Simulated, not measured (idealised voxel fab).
Process module, titled voxel wiring stack
The width of the displayed cross-section, cut, is 265 nm; its cells are square, with a size of 5 nm.
Cross-section, as written here: a square-cell grid given band by band from the top down, where a band holds one or more rows of cells. Look at the band entry: it leads with the top's height and the bottom's height in nm. Then it lists the materials left to right, with a width in nm for each. The word "everywhere" on a single material says that material fills the band edge to edge. The word "empty" is empty space. All heights in this document are referenced to 0, defined as the level beneath which the wafer, as received, consists entirely of one material. The lowest band is not bounded below; it extends indefinitely downward and is written in the form "0..down". When a width is written as two numbers, as in "30->40", the first number is the width in the top row of cells of the band and the second is the width in its bottom row, and the width changes by the same amount from each row to the next. No cell of the cross-section changed in a step that is given as "no change". For the entry "Entrapped void list", the listed items are empty spaces with no open way to the top whose size is 8 cells or more; each item follows the pattern width x height at distance, where distance is from the left edge and all three are in nm. Past the settings on a step's line: simulator remark, on that step. The line of a step may include "overlay nm". On a step with a mask, this value is how far to the right of its planned place the mask lay. A negative value means the mask lay to the left.
## plan
| 1 | RECEIVE | material Si |
| 2 | CONFORMAL_DEP | material SiO2 | thk nm 10 |
| 3 | CONFORMAL_DEP | material SiCN | thk nm 5 |
| 4 | DIRECTIONAL_DEP | material lowk | thk nm 20 |
| 5 | DIRECTIONAL_DEP | material aC | thk nm 15 |
| 6 | PATTERN | tone open | mask id METAL_1 | material resist | width nm 20 | pitch nm 45 | thk nm 35 | overlay nm 0 |
| 7 | DIRECTIONAL_ETCH | etch materials aC | depth nm 15 |
| 8 | STRIP | etch materials resist |
| 9 | DIRECTIONAL_ETCH | etch materials lowk | depth nm 20 |
| 10 | DIRECTIONAL_ETCH | etch materials SiCN | depth nm 5 |
| 11 | STRIP | etch materials aC |
| 12 | CONFORMAL_DEP | material TiN | thk nm 5 |
| 13 | FILL_DEP | material Cu | thk nm 10 |
| 14 | CMP | height nm 35 |
| 15 | EPI | material Ru | thk nm 5 |
| 16 | FILL_DEP | material SiCN | thk nm 5 |
| 17 | DIRECTIONAL_DEP | material lowk | thk nm 10 |
| 18 | MASKED_ETCH | tone open | mask id PLUG_1 | width nm 15 | pitch nm 45 | etch materials lowk | depth nm 10 | overlay nm 0 |
| 19 | MASKED_ETCH | tone open | mask id PLUG_1 | width nm 15 | pitch nm 45 | etch materials SiCN | depth nm 5 | overlay nm 0 |
| 20 | CONFORMAL_DEP | material TiN | thk nm 5 |
| 21 | FILL_DEP | material Cu | thk nm 5 |
| 22 | CMP | height nm 55 |
| 23 | CONFORMAL_DEP | material SiCN | thk nm 5 |
| 24 | DIRECTIONAL_DEP | material lowk | thk nm 25 |
| 25 | MASKED_ETCH | tone open | mask id METAL_2 | width nm 20 | pitch nm 45 | etch materials lowk | depth nm 25 | overlay nm 0 |
| 26 | MASKED_ETCH | tone open | mask id METAL_2 | width nm 20 | pitch nm 45 | etch materials SiCN | depth nm 5 | overlay nm 0 |
| 27 | CONFORMAL_DEP | material TiN | thk nm 5 |
| 28 | FILL_DEP | material Cu | thk nm 10 |
| 29 | CMP | height nm 85 |
| 30 | CONFORMAL_DEP | material SiCN | thk nm 5 |
| 31 | DIRECTIONAL_DEP | material lowk | thk nm 10 |
| 32 | PATTERN | tone open | mask id PLUG_2 | material resist | width nm 15 | pitch nm 45 | thk nm 20 | overlay nm 0 |
| 33 | DIRECTIONAL_ETCH | etch materials lowk | depth nm 10 |
| 34 | DIRECTIONAL_ETCH | etch materials SiCN | depth nm 5 |
| 35 | STRIP | etch materials resist |
| 36 | CONFORMAL_DEP | material TiN | thk nm 5 |
| 37 | FILL_DEP | material W | thk nm 10 |
| 38 | CMP | height nm 100 |
| 39 | DIRECTIONAL_DEP | material TiN | thk nm 5 |
| 40 | DIRECTIONAL_DEP | material Ru | thk nm 20 |
| 41 | MASKED_ETCH | tone cover | mask id METAL_3 | width nm 20 | pitch nm 45 | etch materials Ru | depth nm 20 | overlay nm 0 |
| 42 | MASKED_ETCH | tone cover | mask id METAL_3 | width nm 20 | pitch nm 45 | etch materials TiN | depth nm 5 | overlay nm 0 |
| 43 | CONFORMAL_DEP | material SiN | thk nm 5 |
| 44 | FILL_DEP | material lowk | thk nm 5 |
| 45 | CMP | height nm 125 |
| 46 | CONFORMAL_DEP | material SiCN | thk nm 5 |
| 47 | DIRECTIONAL_DEP | material lowk | thk nm 20 |
| 48 | DIRECTIONAL_DEP | material aC | thk nm 15 |
| 49 | PATTERN | tone open | mask id PLUG_3 | material resist | width nm 15 | thk nm 30 | overlay nm 0 |
| 50 | DIRECTIONAL_ETCH | etch materials aC | depth nm 15 |
| 51 | STRIP | etch materials resist |
| 52 | DIRECTIONAL_ETCH | etch materials lowk | depth nm 20 |
| 53 | DIRECTIONAL_ETCH | etch materials SiCN | depth nm 5 |
| 54 | STRIP | etch materials aC |
| 55 | CONFORMAL_DEP | material TiN | thk nm 5 |
| 56 | FILL_DEP | material W | thk nm 10 |
| 57 | CMP | height nm 150 |
| 58 | CONFORMAL_DEP | material SiN | thk nm 5 |
| 59 | DIRECTIONAL_DEP | material lowk | thk nm 15 |
| 60 | PATTERN | tone open | mask id METAL_4 | material resist | width nm 20 | pitch nm 45 | thk nm 15 | overlay nm 0 |
| 61 | DIRECTIONAL_ETCH | etch materials lowk | depth nm 15 |
| 62 | DIRECTIONAL_ETCH | etch materials SiN | depth nm 5 |
| 63 | STRIP | etch materials resist |
| 64 | CONFORMAL_DEP | material TiN | thk nm 5 |
| 65 | FILL_DEP | material Cu | thk nm 10 |
| 66 | CMP | height nm 170 |
| 67 | CONFORMAL_DEP | material SiCN | thk nm 5 |
## This is the cross-section of the wafer as we received it, i.e. after step 1
> 0..down  Si everywhere
> Entrapped void list: none
## Looking at the first of two wafers in cross-section at end of module - ran to plan
> 175..170  SiCN everywhere
> 170..155  lowk (100), then TiN (5), then Cu (10), then TiN (5), then lowk (25), then TiN (5), then Cu (10), then TiN (5), then lowk (100)
> 155..150  SiN (100), then TiN (20), then SiN (25), then TiN (20), then SiN (100)
> 150..130  lowk (100), then TiN (5), then W (5), then TiN (5), then lowk (150)
> 130..125  SiCN (100), then TiN (15), then SiCN (150)
> 125..105  lowk (95), then SiN (5), then Ru (20), then SiN (5), then lowk (15), then SiN (5), then Ru (20), then SiN (5), then lowk (95)
> 105..100  SiN (100), then TiN (20), then SiN (25), then TiN (20), then SiN (100)
> 100..90  lowk (100), then TiN (5), then W (5), then TiN (5), then lowk (30), then TiN (5), then W (5), then TiN (5), then lowk (105)
> 90..85  SiCN (100), then TiN (15), then SiCN (30), then TiN (15), then SiCN (105)
> 85..60  lowk (100), then TiN (5), then Cu (10), then TiN (5), then lowk (25), then TiN (5), then Cu (10), then TiN (5), then lowk (100)
> 60..55  SiCN (100), then TiN (20), then SiCN (25), then TiN (20), then SiCN (100)
> 55..45  lowk (100), then TiN (5), then Cu (5), then TiN (5), then lowk (30), then TiN (5), then Cu (5), then TiN (5), then lowk (105)
> 45..40  SiCN (100), then TiN (15), then SiCN (30), then TiN (15), then SiCN (105)
> 40..35  SiCN (95), then Ru (30), then SiCN (15), then Ru (30), then SiCN (95)
> 35..15  lowk (100), then TiN (5), then Cu (10), then TiN (5), then lowk (25), then TiN (5), then Cu (10), then TiN (5), then lowk (100)
> 15..10  SiCN (100), then TiN (20), then SiCN (25), then TiN (20), then SiCN (100)
> 10..0  SiO2 everywhere
> 0..down  Si everywhere
> Entrapped void list: none
## Same start, same plan as the first wafer - but one mistake in the run. Cross-section of the second of the two at the end of the module
> 175..170  SiO2 everywhere
> 170..155  lowk (100), then TiN (5), then Cu (10), then TiN (5), then lowk (25), then TiN (5), then Cu (10), then TiN (5), then lowk (100)
> 155..150  SiN (100), then TiN (20), then SiN (25), then TiN (20), then SiN (100)
> 150..130  lowk (100), then TiN (5), then W (5), then TiN (5), then lowk (150)
> 130..125  SiCN (100), then TiN (15), then SiCN (150)
> 125..105  lowk (95), then SiN (5), then Ru (20), then SiN (5), then lowk (15), then SiN (5), then Ru (20), then SiN (5), then lowk (95)
> 105..100  SiN (100), then TiN (20), then SiN (25), then TiN (20), then SiN (100)
> 100..90  lowk (100), then TiN (5), then W (5), then TiN (5), then lowk (30), then TiN (5), then W (5), then TiN (5), then lowk (105)
> 90..85  SiCN (100), then TiN (15), then SiCN (30), then TiN (15), then SiCN (105)
> 85..60  lowk (100), then TiN (5), then Cu (10), then TiN (5), then lowk (25), then TiN (5), then Cu (10), then TiN (5), then lowk (100)
> 60..55  SiCN (100), then TiN (20), then SiCN (25), then TiN (20), then SiCN (100)
> 55..45  lowk (100), then TiN (5), then Cu (5), then TiN (5), then lowk (30), then TiN (5), then Cu (5), then TiN (5), then lowk (105)
> 45..40  SiCN (100), then TiN (15), then SiCN (30), then TiN (15), then SiCN (105)
> 40..35  SiCN (95), then Ru (30), then SiCN (15), then Ru (30), then SiCN (95)
> 35..15  lowk (100), then TiN (5), then Cu (10), then TiN (5), then lowk (25), then TiN (5), then Cu (10), then TiN (5), then lowk (100)
> 15..10  SiCN (100), then TiN (20), then SiCN (25), then TiN (20), then SiCN (100)
> 10..0  SiO2 everywhere
> 0..down  Si everywhere
> Entrapped void list: none
Plan not followed: step 67 ran as: CONFORMAL_DEP | material SiO2 | thk nm 5
At the finish, the second wafer shows more or fewer cells for some materials than the first does: SiCN: 53 fewer | SiO2: 53 more
